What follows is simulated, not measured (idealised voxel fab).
The process module that follows is named voxel transistor to metal.
The width of the displayed cross-section, cut, is 160 nm; its cells are square, with a size of 5 nm.
Just so we're on the same page, the cross-sections are grids of square cells, and they're listed out in bands top to bottom, each band one or more rows deep.
The entry gives the band's vertical extent as a top height and a bottom height in nm, then its horizontal make-up as materials from left to right, each with a width in nm. "air" stands for empty space; a single material marked "throughout" fills the band edge to edge.
Note: height 0 marks the level under which the wafer is uniformly one material as received. Lowest band unbounded below, written "0..down".
Per-row width for "30->40": begins at first number (top row of band), ends at second number (bottom row), increment between rows held constant.
Reading "no change occurred" for a step: not a cell of the cross-section changed in it.
"Sealed cavities" specifies each empty space that is not open to the top and that occupies no fewer than 8 cells, using the form width x height at distance, the distance measured from the left edge and all three quantities in nm.
Heads up: the bit after the settings on a step's line is the simulator's remark on that step.
Among the settings permitted on a step's line is "overlay nm"; applied to a step with a mask, it specifies the extent to which the mask lay to the right of its planned position, whereas a negative figure signifies a position to the left.
Planned process steps:
step 1: op RECEIVE | material Si
step 2: op CONFORMAL_DEP | material SiO2 | thk nm 5
step 3: op CONFORMAL_DEP | material SiN | thk nm 10
step 4: op MASKED_ETCH | tone cover | mask id ACTIVE | width nm 125 | etch materials SiN | depth nm 10 | overlay nm 0
step 5: op MASKED_ETCH | tone cover | mask id ACTIVE | width nm 125 | etch materials SiO2 | depth nm 5 | overlay nm 0
step 6: op MASKED_ETCH | tone cover | mask id ACTIVE | width nm 125 | etch materials Si | depth nm 20 | overlay nm 0
step 7: op OXIDIZE | depth nm 5
step 8: op FILL_DEP | material SiO2 | thk nm 5
step 9: op CMP | height nm 15
step 10: op SELECTIVE_ETCH | etch materials SiO2 | depth nm 10
step 11: op STRIP | etch materials SiN
step 12: op SELECTIVE_ETCH | etch materials SiO2 | depth nm 5
step 13: op OXIDIZE | depth nm 5
step 14: op DIRECTIONAL_DEP | material polySi | thk nm 25
step 15: op DIRECTIONAL_DEP | material SiCN | thk nm 15
step 16: op PATTERN | tone cover | mask id GATE | material resist | width nm 35 | thk nm 15 | overlay nm 0
step 17: op DIRECTIONAL_ETCH | etch materials SiCN | depth nm 25
step 18: op DIRECTIONAL_ETCH | etch materials polySi | depth nm 35
step 19: op STRIP | etch materials resist
step 20: op CONFORMAL_DEP | material SiO2 | thk nm 5
step 21: op DIRECTIONAL_ETCH | etch materials SiO2 | depth nm 5
step 22: op CONFORMAL_DEP | material SiN | thk nm 10
step 23: op DIRECTIONAL_ETCH | etch materials SiN | depth nm 10
step 24: op DIRECTIONAL_ETCH | etch materials SiO2 | depth nm 5
step 25: op EPI | material SiGe | thk nm 5
step 26: op FILL_DEP | material SiO2 | thk nm 5
step 27: op CMP | height nm 25
step 28: op STRIP | etch materials polySi
step 29: op SELECTIVE_ETCH | etch materials SiO2 | depth nm 5
step 30: op CONFORMAL_DEP | material HfO2 | thk nm 5
step 31: op CONFORMAL_DEP | material TiN | thk nm 5
step 32: op FILL_DEP | material W | thk nm 10
step 33: op CMP | height nm 20
step 34: op DIRECTIONAL_DEP | material SiO2 | thk nm 15
step 35: op MASKED_ETCH | tone open | mask id CONTACT | width nm 20 | pitch nm 85 | etch materials SiO2 | depth nm 35 | overlay nm 0
step 36: op CONFORMAL_DEP | material TiN | thk nm 5
step 37: op FILL_DEP | material Ru | thk nm 5
step 38: op CMP | height nm 35
step 39: op CONFORMAL_DEP | material SiCN | thk nm 5
step 40: op DIRECTIONAL_DEP | material SiO2 | thk nm 20
step 41: op DIRECTIONAL_DEP | material aC | thk nm 10
step 42: op PATTERN | tone open | mask id METAL_1 | material resist | width nm 20 | pitch nm 85 | thk nm 25 | overlay nm 0
step 43: op DIRECTIONAL_ETCH | etch materials aC | depth nm 10
step 44: op STRIP | etch materials resist
step 45: op DIRECTIONAL_ETCH | etch materials SiO2 | depth nm 20
step 46: op DIRECTIONAL_ETCH | etch materials SiCN | depth nm 5
step 47: op STRIP | etch materials aC
step 48: op CONFORMAL_DEP | material TiN | thk nm 5
step 49: op FILL_DEP | material Cu | thk nm 5
step 50: op CMP | height nm 60
step 51: op CONFORMAL_DEP | material SiCN | thk nm 5
step 52: op DIRECTIONAL_DEP | material lowk | thk nm 25
step 53: op PATTERN | tone open | mask id METAL_2 | material resist | width nm 20 | pitch nm 85 | thk nm 20 | overlay nm 0
step 54: op DIRECTIONAL_ETCH | etch materials lowk | depth nm 15
step 55: op STRIP | etch materials resist
step 56: op MASKED_ETCH | tone open | mask id METAL_2_HOLES | width nm 15 | pitch nm 85 | etch materials lowk | depth nm 10 | overlay nm 0
step 57: op MASKED_ETCH | tone open | mask id METAL_2_HOLES | width nm 15 | pitch nm 85 | etch materials SiCN | depth nm 5 | overlay nm 0
step 58: op CONFORMAL_DEP | material TiN | thk nm 5
step 59: op FILL_DEP | material Cu | thk nm 10
step 60: op CMP | height nm 90
step 61: op CONFORMAL_DEP | material SiN | thk nm 5
So this is the incoming wafer in cross-section - it's already been through step 1:
	0..down: Si throughout
	Sealed cavities: none
Cross-section, first of two wafers, end of module, run as planned:
	95..90: SiN throughout
	90..80: lowk: 25; TiN: 5; Cu: 10; TiN: 5; lowk: 65; TiN: 5; Cu: 10; TiN: 5; lowk: 30
	80..75: lowk: 25; TiN: 5; Cu: 5; TiN: 10; lowk: 65; TiN: 5; Cu: 5; TiN: 10; lowk: 30
	75..65: lowk: 25; TiN: 5; Cu: 5; TiN: 5; lowk: 70; TiN: 5; Cu: 5; TiN: 5; lowk: 35
	65..60: SiCN: 25; TiN: 15; SiCN: 70; TiN: 15; SiCN: 35
	60..40: SiO2: 25; TiN: 5; Cu: 10; TiN: 5; SiO2: 65; TiN: 5; Cu: 10; TiN: 5; SiO2: 30
	40..35: SiCN: 25; TiN: 20; SiCN: 65; TiN: 20; SiCN: 30
	35..20: SiO2: 25; TiN: 5; Ru: 10; TiN: 5; SiO2: 65; TiN: 5; Ru: 10; TiN: 5; SiO2: 30
	20..5: SiO2: 25; TiN: 5; Ru: 10; TiN: 5; SiN: 10; HfO2: 5; TiN: 5; W: 25; TiN: 5; HfO2: 5; SiN: 10; TiN: 5; Ru: 10; TiN: 5; SiO2: 30
	5..0: SiO2: 25; TiN: 20; SiN: 10; HfO2: 5; TiN: 35; HfO2: 5; SiN: 10; TiN: 20; SiO2: 30
	0..-5: SiO2: 15; SiGe: 30; SiO2: 10; HfO2: 45; SiO2: 10; SiGe: 30; SiO2: 20
	-5..-25: SiO2: 20; Si: 115; SiO2: 25
	-25..down: Si throughout
	Sealed cavities: none
So this is wafer number two of the two, cut at the end of the module - it started where the first did and had the same plan, we just got one thing wrong running it:
	95..90: SiN throughout
	90..80: lowk: 25; TiN: 5; Cu: 10; TiN: 5; lowk: 65; TiN: 5; Cu: 10; TiN: 5; lowk: 30
	80..75: lowk: 25; TiN: 5; Cu: 5; TiN: 10; lowk: 65; TiN: 5; Cu: 5; TiN: 10; lowk: 30
	75..65: lowk: 25; TiN: 5; Cu: 5; TiN: 5; lowk: 70; TiN: 5; Cu: 5; TiN: 5; lowk: 35
	65..60: SiCN: 25; TiN: 15; SiCN: 70; TiN: 15; SiCN: 35
	60..40: SiO2: 25; TiN: 5; Cu: 10; TiN: 5; SiO2: 65; TiN: 5; Cu: 10; TiN: 5; SiO2: 30
	40..35: SiCN: 25; TiN: 20; SiCN: 65; TiN: 20; SiCN: 30
	35..20: SiO2: 25; TiN: 5; Ru: 10; TiN: 5; SiO2: 65; TiN: 5; Ru: 10; TiN: 5; SiO2: 30
	20..5: SiO2: 25; TiN: 5; Ru: 10; TiN: 5; SiN: 10; HfO2: 5; TiN: 5; W: 25; TiN: 5; HfO2: 5; SiN: 10; TiN: 5; Ru: 10; TiN: 5; SiO2: 30
	5..0: SiO2: 25; TiN: 20; SiN: 10; HfO2: 5; TiN: 35; HfO2: 5; SiN: 10; TiN: 20; SiO2: 30
	0..-5: SiO2: 15; SiGe: 30; SiO2: 10; HfO2: 45; SiO2: 10; SiGe: 30; SiO2: 20
	-5..-45: SiO2: 20; Si: 115; SiO2: 25
	-45..down: Si throughout
	Sealed cavities: none
Short version of what went wrong: step 6 of the plan saw execution twice
Final wafer comparison in cells, second versus first, more or fewer per material: Si: 36 fewer; SiO2: 36 more
